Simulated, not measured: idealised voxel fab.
Documented hereafter: the process module known as voxel capacitor over wiring.
Pictured: cross-section cut, 270 nm wide, on a grid of 5 nm square cells.
This document writes a cross-section as a grid whose cells are square, and gives it as bands, listed from the top down; one or more rows of cells form a band.
A band entry consists of two parts. The first gives the height of the band's top and the height of its bottom, in nm. The rest lists the band's materials from left to right, each with its width in nm. A single material labelled with the word "all across" fills the band from edge to edge, and the word "air" marks empty space.
We count height from 0. Below that, the starting wafer is all one material. The lowest band never ends at the bottom but goes on down; see "from 0 down" for how that is written.
Read "30->40" as a graded width: first number on top, second number at the bottom, same change between each pair of neighbouring rows.
Key: "no modification" - step with no changed cell in the cross-section.
"Completely sealed voids" enumerates empty spaces isolated from the top, with no open way to it, that contain at least 8 cells, giving each as width x height at distance from the left edge, all three in nm.
Heads up: the bit after the settings on a step's line is the simulator's remark on that step.
overlay nm: how far to the right of its planned place the mask lay on this masked step (negative: to the left).
## This section lists the process steps that were planned
- 1: RECEIVE: material Si
- 2: CONFORMAL_DEP: material SiO2, thk nm 15
- 3: DIRECTIONAL_DEP: material TiN, thk nm 5
- 4: DIRECTIONAL_DEP: material Ru, thk nm 25
- 5: PATTERN: tone cover, mask id METAL_1, material resist, width nm 20, pitch nm 75, thk nm 15, overlay nm 0
- 6: DIRECTIONAL_ETCH: etch materials Ru, depth nm 25
- 7: DIRECTIONAL_ETCH: etch materials TiN, depth nm 5
- 8: STRIP: etch materials resist
- 9: CONFORMAL_DEP: material SiN, thk nm 5
- 10: FILL_DEP: material lowk, thk nm 10
- 11: CMP: height nm 45
- 12: CONFORMAL_DEP: material SiCN, thk nm 5
- 13: DIRECTIONAL_DEP: material lowk, thk nm 10
- 14: DIRECTIONAL_DEP: material aC, thk nm 10
- 15: PATTERN: tone open, mask id PLUG_1, material resist, width nm 15, thk nm 25, overlay nm 0
- 16: DIRECTIONAL_ETCH: etch materials aC, depth nm 10
- 17: STRIP: etch materials resist
- 18: DIRECTIONAL_ETCH: etch materials lowk, depth nm 10
- 19: DIRECTIONAL_ETCH: etch materials SiCN, depth nm 5
- 20: STRIP: etch materials aC
- 21: CONFORMAL_DEP: material TiN, thk nm 5
- 22: FILL_DEP: material Ru, thk nm 10
- 23: CMP: height nm 60
- 24: DIRECTIONAL_DEP: material TiN, thk nm 10
- 25: DIRECTIONAL_DEP: material SiN, thk nm 5
- 26: DIRECTIONAL_DEP: material TiN, thk nm 10
- 27: PATTERN: tone cover, mask id UPPER_PLATE, material resist, width nm 60, thk nm 20, overlay nm 0
- 28: DIRECTIONAL_ETCH: etch materials TiN, depth nm 10
- 29: DIRECTIONAL_ETCH: etch materials SiN, depth nm 5
- 30: STRIP: etch materials resist
- 31: MASKED_ETCH: tone cover, mask id LOWER_PLATE, width nm 70, etch materials TiN, depth nm 10, overlay nm 0
- 32: FILL_DEP: material SiO2, thk nm 20
- 33: CMP: height nm 100
- 34: DIRECTIONAL_DEP: material aC, thk nm 10
- 35: PATTERN: tone open, mask id PLUG_2, material resist, width nm 15, thk nm 25, overlay nm 0
- 36: DIRECTIONAL_ETCH: etch materials aC, depth nm 10
- 37: STRIP: etch materials resist
- 38: DIRECTIONAL_ETCH: etch materials SiO2, depth nm 15
- 39: STRIP: etch materials aC
- 40: CONFORMAL_DEP: material TiN, thk nm 5
- 41: FILL_DEP: material Ru, thk nm 10
- 42: CMP: height nm 100
- 43: CONFORMAL_DEP: material SiN, thk nm 5
Same starting wafers, different width nm at step 35. Plan value belongs to the first wafer.
## Step 1 complete: as-received cross-section of the first of several wafers
> from 0 down | Si all across
> Completely sealed voids: none
## Rows = wafers. At module end, each row lists per material the cells gained (+) or lost (-) since the wafer was received, then the closed voids
width nm 15 | +44 Ru | +51 SiCN | +132 SiN | +521 SiO2 | +74 TiN | +312 lowk | Completely sealed voids: none
width nm 20 | +46 Ru | +51 SiCN | +132 SiN | +518 SiO2 | +75 TiN | +312 lowk | Completely sealed voids: none
width nm 25 | +48 Ru | +51 SiCN | +132 SiN | +515 SiO2 | +76 TiN | +312 lowk | Completely sealed voids: none
width nm 30 | +50 Ru | +51 SiCN | +132 SiN | +512 SiO2 | +77 TiN | +312 lowk | Completely sealed voids: none
